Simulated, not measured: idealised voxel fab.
You're looking at the process module voxel wiring stack.
cross-section cut | 210 nm wide | cells 5 nm
A cross-section is a grid of square cells, given in bands from the top down. A band is one or more rows of cells. What a band's entry tells you: where the top is and where the bottom is, as heights in nm, and after that what lies inside, material by material from left to right, each with its width in nm. Empty space is written as the word "air", and a single material marked with the word "everywhere" occupies the band from edge to edge. Beneath 0, the wafer as received is one material, and that level is where height counting begins. The lowest band goes on downward without a bottom; it is written like "from 0 down". The width entry "30 to 40" should be interpreted row by row: the top row of cells in the band takes the first number, the bottom row takes the second number, and the change between adjacent rows is uniform throughout. Any step labelled "no change occurred" changed none of the cells in the cross-section. Empty spaces without an open route to the top, at least 8 cells in extent, make up the entry "Closed cavity list"; each is given as width x height at distance, where the distance is measured from the left edge, and all are in nm. Past the settings on a step's line: simulator remark, on that step. overlay nm, on a step with a mask: how far to the right of its planned place the mask lay; to the left if negative.

# The steps planned for the process are as follows
1 RECEIVE, material Si
2 CONFORMAL_DEP, material SiO2, thk nm 10
3 DIRECTIONAL_DEP, material TiN, thk nm 5
4 DIRECTIONAL_DEP, material Ru, thk nm 25
5 DIRECTIONAL_DEP, material aC, thk nm 10
6 PATTERN, tone cover, mask id METAL_1, material resist, width nm 25, pitch nm 40, thk nm 25, overlay nm 0
7 DIRECTIONAL_ETCH, etch materials aC, depth nm 10
8 STRIP, etch materials resist
9 DIRECTIONAL_ETCH, etch materials Ru, depth nm 25
10 DIRECTIONAL_ETCH, etch materials TiN, depth nm 5
11 STRIP, etch materials aC
12 FILL_DEP, material SiO2, thk nm 5
13 CMP, height nm 40
14 CONFORMAL_DEP, material SiCN, thk nm 5
15 DIRECTIONAL_DEP, material SiO2, thk nm 15
16 MASKED_ETCH, tone open, mask id PLUG_1, width nm 15, pitch nm 40, etch materials SiO2, depth nm 15, overlay nm 0
17 MASKED_ETCH, tone open, mask id PLUG_1, width nm 15, pitch nm 40, etch materials SiCN, depth nm 5, overlay nm 0
18 CONFORMAL_DEP, material TiN, thk nm 5
19 FILL_DEP, material Ru, thk nm 10
20 CMP, height nm 60
21 CONFORMAL_DEP, material SiN, thk nm 5
22 DIRECTIONAL_DEP, material lowk, thk nm 15
23 DIRECTIONAL_DEP, material aC, thk nm 10
24 PATTERN, tone open, mask id METAL_2, material resist, width nm 25, pitch nm 40, thk nm 30, overlay nm 0
25 DIRECTIONAL_ETCH, etch materials aC, depth nm 10
26 STRIP, etch materials resist
27 DIRECTIONAL_ETCH, etch materials lowk, depth nm 15
28 DIRECTIONAL_ETCH, etch materials SiN, depth nm 5
29 STRIP, etch materials aC
30 CONFORMAL_DEP, material TiN, thk nm 5
31 FILL_DEP, material Cu, thk nm 5
32 CMP, height nm 80
33 CONFORMAL_DEP, material SiCN, thk nm 5
34 DIRECTIONAL_DEP, material SiO2, thk nm 30
35 MASKED_ETCH, tone open, mask id METAL_3_HOLES, width nm 15, pitch nm 80, etch materials SiO2, depth nm 30, overlay nm 0
36 DIRECTIONAL_DEP, material aC, thk nm 15
37 PATTERN, tone open, mask id METAL_3, material resist, width nm 25, pitch nm 40, thk nm 30, overlay nm 0
38 DIRECTIONAL_ETCH, etch materials aC, depth nm 15
39 STRIP, etch materials resist
40 DIRECTIONAL_ETCH, etch materials SiO2, depth nm 20
41 DIRECTIONAL_ETCH, etch materials SiCN, depth nm 5
42 STRIP, etch materials aC
43 CONFORMAL_DEP, material TiN, thk nm 5
44 FILL_DEP, material Cu, thk nm 10
45 CMP, height nm 115
46 CONFORMAL_DEP, material SiN, thk nm 5

# Incoming wafer in cross-section (state: after step 1)
* from 0 down | Si everywhere
* Closed cavity list: none

# First of two wafers: cross-section at end of module, run per plan
* from 120 to 115 | SiN everywhere
* from 115 to 100 | SiO2 30  TiN 5  Cu 15  TiN 5  SiO2 15  TiN 5  Cu 15  TiN 5  SiO2 15  TiN 5  Cu 15  TiN 5  SiO2 15  TiN 5  Cu 15  TiN 5  SiO2 35
* from 100 to 95 | SiO2 30  TiN 5  Cu 5  TiN 15  SiO2 15  TiN 25  SiO2 15  TiN 5  Cu 5  TiN 15  SiO2 15  TiN 25  SiO2 35
* from 95 to 85 | SiO2 30  TiN 5  Cu 5  TiN 5  SiO2 65  TiN 5  Cu 5  TiN 5  SiO2 85
* from 85 to 80 | SiCN 30  TiN 15  SiCN 65  TiN 15  SiCN 85
* from 80 to 65 | lowk 30  TiN 5  Cu 15  TiN 5  lowk 15  TiN 5  Cu 15  TiN 5  lowk 15  TiN 5  Cu 15  TiN 5  lowk 15  TiN 5  Cu 15  TiN 5  lowk 35
* from 65 to 60 | SiN 30  TiN 25  SiN 15  TiN 25  SiN 15  TiN 25  SiN 15  TiN 25  SiN 35
* from 60 to 45 | SiO2 30  TiN 5  Ru 5  TiN 5  SiO2 25  TiN 5  Ru 5  TiN 5  SiO2 25  TiN 5  Ru 5  TiN 5  SiO2 25  TiN 5  Ru 5  TiN 5  SiO2 45
* from 45 to 40 | SiCN 30  TiN 15  SiCN 25  TiN 15  SiCN 25  TiN 15  SiCN 25  TiN 15  SiCN 45
* from 40 to 15 | SiO2 30  Ru 25  SiO2 15  Ru 25  SiO2 15  Ru 25  SiO2 15  Ru 25  SiO2 35
* from 15 to 10 | SiO2 30  TiN 25  SiO2 15  TiN 25  SiO2 15  TiN 25  SiO2 15  TiN 25  SiO2 35
* from 10 to 0 | SiO2 everywhere
* from 0 down | Si everywhere
* Closed cavity list: none

# Second wafer cross-section at end of module - shared start and plan with the first, one mistake in the run
* from 120 to 115 | SiN everywhere
* from 115 to 100 | SiO2 30  TiN 5  Cu 15  TiN 5  SiO2 15  TiN 5  Cu 15  TiN 5  SiO2 15  TiN 5  Cu 15  TiN 5  SiO2 15  TiN 5  Cu 15  TiN 5  SiO2 35
* from 100 to 95 | SiO2 30  TiN 5  Cu 5  TiN 15  SiO2 15  TiN 25  SiO2 15  TiN 5  Cu 5  TiN 15  SiO2 15  TiN 25  SiO2 35
* from 95 to 85 | SiO2 30  TiN 5  Cu 5  TiN 5  SiO2 65  TiN 5  Cu 5  TiN 5  SiO2 85
* from 85 to 80 | SiCN 30  TiN 15  SiCN 65  TiN 15  SiCN 85
* from 80 to 65 | lowk 30  TiN 5  Cu 15  TiN 5  lowk 15  TiN 5  Cu 15  TiN 5  lowk 15  TiN 5  Cu 15  TiN 5  lowk 15  TiN 5  Cu 15  TiN 5  lowk 35
* from 65 to 60 | SiN 30  TiN 25  SiN 15  TiN 25  SiN 15  TiN 25  SiN 15  TiN 25  SiN 35
* from 60 to 45 | SiO2 30  TiN 5  Ru 5  TiN 5  SiO2 25  TiN 5  Ru 5  TiN 5  SiO2 25  TiN 5  Ru 5  TiN 5  SiO2 25  TiN 5  Ru 5  TiN 5  SiO2 45
* from 45 to 40 | SiCN 30  TiN 15  SiCN 25  TiN 15  SiCN 25  TiN 15  SiCN 25  TiN 15  SiCN 45
* from 40 to 35 | SiO2 everywhere
* from 35 to 10 | SiO2 30  Ru 25  SiO2 15  Ru 25  SiO2 15  Ru 25  SiO2 15  Ru 25  SiO2 35
* from 10 to 0 | SiO2 everywhere
* from 0 down | Si everywhere
* Closed cavity list: none
What broke from the plan during processing? no execution of plan step 3; skipped
Final comparison by cell count, materials where the second wafer has more or fewer than the first: +20 SiO2; -20 TiN
